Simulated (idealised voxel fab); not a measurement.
Process module in this document: voxel self aligned contacts
220 nm wide, 5 nm square cells: that's cross-section cut.
Format of a cross-section: grid, square cells. Given as bands. Order: top down. Band: one or more rows of cells. Heads up on the band format: heights come first, top then bottom, in nm. After that it's the materials left to right, each with its width in nm. A single material flagged "full width" fills the whole band edge to edge, and "empty" means there's empty space there. Zero point of the height axis is 0; under it, received wafer = one material. Lowest band: continues down indefinitely, "0..down". Quick explanation for "30->40": the width changes in equal steps down the rows of cells, from the first number in the band's top row to the second number in its bottom row. Any step labelled "nothing altered" changed none of the cells in the cross-section. "Closed void listing" specifies each empty space that is not open to the top and that occupies no fewer than 8 cells, using the form width x height at distance, the distance measured from the left edge and all three quantities in nm. On a step's line, text after the settings is the simulator commenting on that step. "overlay nm" answers the question of how far to the right of plan the mask lay on a step that has a mask, and when it is negative the answer is to the left.
## The steps planned for the process are as follows
step 1: op RECEIVE | material Si
step 2: op OXIDIZE | depth nm 5
step 3: op DIRECTIONAL_DEP | material polySi | thk nm 20
step 4: op DIRECTIONAL_DEP | material SiN | thk nm 15
step 5: op PATTERN | tone cover | mask id GATE | material resist | width nm 25 | pitch nm 50 | thk nm 15 | overlay nm 0
step 6: op DIRECTIONAL_ETCH | etch materials SiN | depth nm 15
step 7: op DIRECTIONAL_ETCH | etch materials polySi | depth nm 20
step 8: op STRIP | etch materials resist
step 9: op CONFORMAL_DEP | material SiN | thk nm 5
step 10: op DIRECTIONAL_ETCH | etch materials SiN | depth nm 5
step 11: op FILL_DEP | material SiO2 | thk nm 10
step 12: op CMP | height nm 40
step 13: op PATTERN | tone open | mask id CONTACT | material resist | width nm 35 | pitch nm 50 | thk nm 15 | overlay nm 0
step 14: op DIRECTIONAL_ETCH | etch materials SiO2 | depth nm 45
step 15: op STRIP | etch materials resist
step 16: op CONFORMAL_DEP | material TiN | thk nm 5
step 17: op FILL_DEP | material Ru | thk nm 10
step 18: op CMP | height nm 40
step 19: op CONFORMAL_DEP | material SiCN | thk nm 5
## First wafer of two (run as planned)
## As received (post step 1): cross-section
	0..down: Si full width
	Closed void listing: none
## Cross-section of the wafer after step 2
	0..-5: SiO2 full width
	All layers under -5 are left as they were.
## Cross-section of the wafer after step 3
	20..0: polySi full width
	All layers under 0 are left as they were.
## Cross-section of the wafer after step 4
	35..20: SiN full width
	All layers under 20 are left as they were.
## Cross-section of the wafer after step 5
	50..35: 45 empty, 25 resist, 25 empty, 25 resist, 25 empty, 25 resist, 50 empty
	All layers under 35 are left as they were.
## Cross-section of the wafer after step 6
	50..35: 45 empty, 25 resist, 25 empty, 25 resist, 25 empty, 25 resist, 50 empty
	35..20: 45 empty, 25 SiN, 25 empty, 25 SiN, 25 empty, 25 SiN, 50 empty
	All layers under 20 are left as they were.
## Cross-section of the wafer after step 7
	50..35: 45 empty, 25 resist, 25 empty, 25 resist, 25 empty, 25 resist, 50 empty
	35..20: 45 empty, 25 SiN, 25 empty, 25 SiN, 25 empty, 25 SiN, 50 empty
	20..0: 45 empty, 25 polySi, 25 empty, 25 polySi, 25 empty, 25 polySi, 50 empty
	All layers under 0 are left as they were.
## Cross-section of the wafer after step 8
	35..20: 45 empty, 25 SiN, 25 empty, 25 SiN, 25 empty, 25 SiN, 50 empty
	All layers under 20 are left as they were.
## Cross-section of the wafer after step 9
	40..20: 40 empty, 35 SiN, 15 empty, 35 SiN, 15 empty, 35 SiN, 45 empty
	20..5: 40 empty, 5 SiN, 25 polySi, 5 SiN, 15 empty, 5 SiN, 25 polySi, 5 SiN, 15 empty, 5 SiN, 25 polySi, 5 SiN, 45 empty
	5..0: 45 SiN, 25 polySi, 25 SiN, 25 polySi, 25 SiN, 25 polySi, 50 SiN
	All layers under 0 are left as they were.
## Cross-section of the wafer after step 10
	35..20: 40 empty, 35 SiN, 15 empty, 35 SiN, 15 empty, 35 SiN, 45 empty
	20..0: 40 empty, 5 SiN, 25 polySi, 5 SiN, 15 empty, 5 SiN, 25 polySi, 5 SiN, 15 empty, 5 SiN, 25 polySi, 5 SiN, 45 empty
	All layers under 0 are left as they were.
## Cross-section of the wafer after step 11
	45..35: SiO2 full width
	35..20: 40 SiO2, 35 SiN, 15 SiO2, 35 SiN, 15 SiO2, 35 SiN, 45 SiO2
	20..0: 40 SiO2, 5 SiN, 25 polySi, 5 SiN, 15 SiO2, 5 SiN, 25 polySi, 5 SiN, 15 SiO2, 5 SiN, 25 polySi, 5 SiN, 45 SiO2
	All layers under 0 are left as they were.
## Cross-section of the wafer after step 12
	40..35: SiO2 full width
	All layers under 35 are left as they were.
## Cross-section of the wafer after step 13
	55..40: 65 resist, 35 empty, 15 resist, 35 empty, 70 resist
	All layers under 40 are left as they were.
## Cross-section of the wafer after step 14
	55..40: 65 resist, 35 empty, 15 resist, 35 empty, 70 resist
	40..35: 65 SiO2, 35 empty, 15 SiO2, 35 empty, 70 SiO2
	35..20: 40 SiO2, 35 SiN, 15 empty, 35 SiN, 15 empty, 35 SiN, 45 SiO2
	20..0: 40 SiO2, 5 SiN, 25 polySi, 5 SiN, 15 empty, 5 SiN, 25 polySi, 5 SiN, 15 empty, 5 SiN, 25 polySi, 5 SiN, 45 SiO2
	0..-5: 75 SiO2, 15 empty, 35 SiO2, 15 empty, 80 SiO2
	All layers under -5 are left as they were.
## Cross-section of the wafer after step 15
	40..35: 65 SiO2, 35 empty, 15 SiO2, 35 empty, 70 SiO2
	All layers under 35 are left as they were.
## Cross-section of the wafer after step 16
	45..40: 70 TiN, 25 empty, 25 TiN, 25 empty, 75 TiN
	40..35: 65 SiO2, 15 TiN, 5 empty, 15 TiN, 15 SiO2, 15 TiN, 5 empty, 15 TiN, 70 SiO2
	35..20: 40 SiO2, 35 SiN, 5 TiN, 5 empty, 5 TiN, 35 SiN, 5 TiN, 5 empty, 5 TiN, 35 SiN, 45 SiO2
	20..0: 40 SiO2, 5 SiN, 25 polySi, 5 SiN, 5 TiN, 5 empty, 5 TiN, 5 SiN, 25 polySi, 5 SiN, 5 TiN, 5 empty, 5 TiN, 5 SiN, 25 polySi, 5 SiN, 45 SiO2
	0..-5: 75 SiO2, 15 TiN, 35 SiO2, 15 TiN, 80 SiO2
	All layers under -5 are left as they were.
## Cross-section of the wafer after step 17
	55..45: Ru full width
	45..40: 70 TiN, 25 Ru, 25 TiN, 25 Ru, 75 TiN
	40..35: 65 SiO2, 15 TiN, 5 Ru, 15 TiN, 15 SiO2, 15 TiN, 5 Ru, 15 TiN, 70 SiO2
	35..20: 40 SiO2, 35 SiN, 5 TiN, 5 Ru, 5 TiN, 35 SiN, 5 TiN, 5 Ru, 5 TiN, 35 SiN, 45 SiO2
	20..0: 40 SiO2, 5 SiN, 25 polySi, 5 SiN, 5 TiN, 5 Ru, 5 TiN, 5 SiN, 25 polySi, 5 SiN, 5 TiN, 5 Ru, 5 TiN, 5 SiN, 25 polySi, 5 SiN, 45 SiO2
	All layers under 0 are left as they were.
## Cross-section of the wafer after step 18
	40..35: 65 SiO2, 15 TiN, 5 Ru, 15 TiN, 15 SiO2, 15 TiN, 5 Ru, 15 TiN, 70 SiO2
	All layers under 35 are left as they were.
## Cross-section of the wafer after step 19
	45..40: SiCN full width
	All layers under 40 are left as they were.
## Regarding the second of the two wafers: it shared the first wafer's starting condition and process plan, yet one error occurred during its execution. Its history coincides with that of the first wafer up to and including step 4
## Cross-section of the second wafer at the time by which step 5 should have been completed according to the plan
	50..35: 50 empty, 20 resist, 30 empty, 20 resist, 30 empty, 20 resist, 50 empty
	All layers under 35 are left as they were.
## Cross-section of the second wafer at the time by which step 6 should have been completed according to the plan
	50..35: 50 empty, 20 resist, 30 empty, 20 resist, 30 empty, 20 resist, 50 empty
	35..20: 50 empty, 20 SiN, 30 empty, 20 SiN, 30 empty, 20 SiN, 50 empty
	All layers under 20 are left as they were.
## Cross-section of the second wafer at the time by which step 7 should have been completed according to the plan
	50..35: 50 empty, 20 resist, 30 empty, 20 resist, 30 empty, 20 resist, 50 empty
	35..20: 50 empty, 20 SiN, 30 empty, 20 SiN, 30 empty, 20 SiN, 50 empty
	20..0: 50 empty, 20 polySi, 30 empty, 20 polySi, 30 empty, 20 polySi, 50 empty
	All layers under 0 are left as they were.
## Cross-section of the second wafer at the time by which step 8 should have been completed according to the plan
	35..20: 50 empty, 20 SiN, 30 empty, 20 SiN, 30 empty, 20 SiN, 50 empty
	All layers under 20 are left as they were.
## Cross-section of the second wafer at the time by which step 9 should have been completed according to the plan
	40..20: 45 empty, 30 SiN, 20 empty, 30 SiN, 20 empty, 30 SiN, 45 empty
	20..5: 45 empty, 5 SiN, 20 polySi, 5 SiN, 20 empty, 5 SiN, 20 polySi, 5 SiN, 20 empty, 5 SiN, 20 polySi, 5 SiN, 45 empty
	5..0: 50 SiN, 20 polySi, 30 SiN, 20 polySi, 30 SiN, 20 polySi, 50 SiN
	All layers under 0 are left as they were.
## Cross-section of the second wafer at the time by which step 10 should have been completed according to the plan
	35..20: 45 empty, 30 SiN, 20 empty, 30 SiN, 20 empty, 30 SiN, 45 empty
	20..0: 45 empty, 5 SiN, 20 polySi, 5 SiN, 20 empty, 5 SiN, 20 polySi, 5 SiN, 20 empty, 5 SiN, 20 polySi, 5 SiN, 45 empty
	All layers under 0 are left as they were.
## Cross-section of the second wafer at the time by which step 11 should have been completed according to the plan
	45..35: SiO2 full width
	35..20: 45 SiO2, 30 SiN, 20 SiO2, 30 SiN, 20 SiO2, 30 SiN, 45 SiO2
	20..0: 45 SiO2, 5 SiN, 20 polySi, 5 SiN, 20 SiO2, 5 SiN, 20 polySi, 5 SiN, 20 SiO2, 5 SiN, 20 polySi, 5 SiN, 45 SiO2
	All layers under 0 are left as they were.
## Cross-section of the second wafer at the time by which step 12 should have been completed according to the plan
	40..35: SiO2 full width
	All layers under 35 are left as they were.
## Cross-section of the second wafer at the time by which step 13 should have been completed according to the plan
	55..40: 65 resist, 35 empty, 15 resist, 35 empty, 70 resist
	All layers under 40 are left as they were.
## Cross-section of the second wafer at the time by which step 14 should have been completed according to the plan
	55..40: 65 resist, 35 empty, 15 resist, 35 empty, 70 resist
	40..35: 65 SiO2, 35 empty, 15 SiO2, 35 empty, 70 SiO2
	35..20: 45 SiO2, 30 SiN, 20 empty, 30 SiN, 20 empty, 30 SiN, 45 SiO2
	20..0: 45 SiO2, 5 SiN, 20 polySi, 5 SiN, 20 empty, 5 SiN, 20 polySi, 5 SiN, 20 empty, 5 SiN, 20 polySi, 5 SiN, 45 SiO2
	0..-5: 75 SiO2, 20 empty, 30 SiO2, 20 empty, 75 SiO2
	All layers under -5 are left as they were.
## Cross-section of the second wafer at the time by which step 15 should have been completed according to the plan
	40..35: 65 SiO2, 35 empty, 15 SiO2, 35 empty, 70 SiO2
	All layers under 35 are left as they were.
## Cross-section of the second wafer at the time by which step 16 should have been completed according to the plan
	45..40: 70 TiN, 25 empty, 25 TiN, 25 empty, 75 TiN
	40..35: 65 SiO2, 15 TiN, 10 empty, 10 TiN, 15 SiO2, 15 TiN, 10 empty, 10 TiN, 70 SiO2
	35..20: 45 SiO2, 30 SiN, 5 TiN, 10 empty, 5 TiN, 30 SiN, 5 TiN, 10 empty, 5 TiN, 30 SiN, 45 SiO2
	20..0: 45 SiO2, 5 SiN, 20 polySi, 5 SiN, 5 TiN, 10 empty, 5 TiN, 5 SiN, 20 polySi, 5 SiN, 5 TiN, 10 empty, 5 TiN, 5 SiN, 20 polySi, 5 SiN, 45 SiO2
	0..-5: 75 SiO2, 20 TiN, 30 SiO2, 20 TiN, 75 SiO2
	All layers under -5 are left as they were.
## Cross-section of the second wafer at the time by which step 17 should have been completed according to the plan
	55..45: Ru full width
	45..40: 70 TiN, 25 Ru, 25 TiN, 25 Ru, 75 TiN
	40..35: 65 SiO2, 15 TiN, 10 Ru, 10 TiN, 15 SiO2, 15 TiN, 10 Ru, 10 TiN, 70 SiO2
	35..20: 45 SiO2, 30 SiN, 5 TiN, 10 Ru, 5 TiN, 30 SiN, 5 TiN, 10 Ru, 5 TiN, 30 SiN, 45 SiO2
	20..0: 45 SiO2, 5 SiN, 20 polySi, 5 SiN, 5 TiN, 10 Ru, 5 TiN, 5 SiN, 20 polySi, 5 SiN, 5 TiN, 10 Ru, 5 TiN, 5 SiN, 20 polySi, 5 SiN, 45 SiO2
	All layers under 0 are left as they were.
## Cross-section of the second wafer at the time by which step 18 should have been completed according to the plan
	40..35: 65 SiO2, 15 TiN, 10 Ru, 10 TiN, 15 SiO2, 15 TiN, 10 Ru, 10 TiN, 70 SiO2
	All layers under 35 are left as they were.
## Cross-section of the second wafer at the time by which step 19 should have been completed according to the plan
	45..40: SiCN full width
	All layers under 40 are left as they were.
Heads up, the wafer didn't run the way we planned it: step 5 went in with a setting other than planned; the actual run was op PATTERN | tone cover | mask id GATE | material resist | width nm 20 | pitch nm 50 | thk nm 15 | overlay nm 0
Looking at both finished wafers in cells, the second ends up ahead of or behind the first on some materials: 16 more of Ru | 9 fewer of SiN | 5 more of SiO2 | 12 fewer of polySi
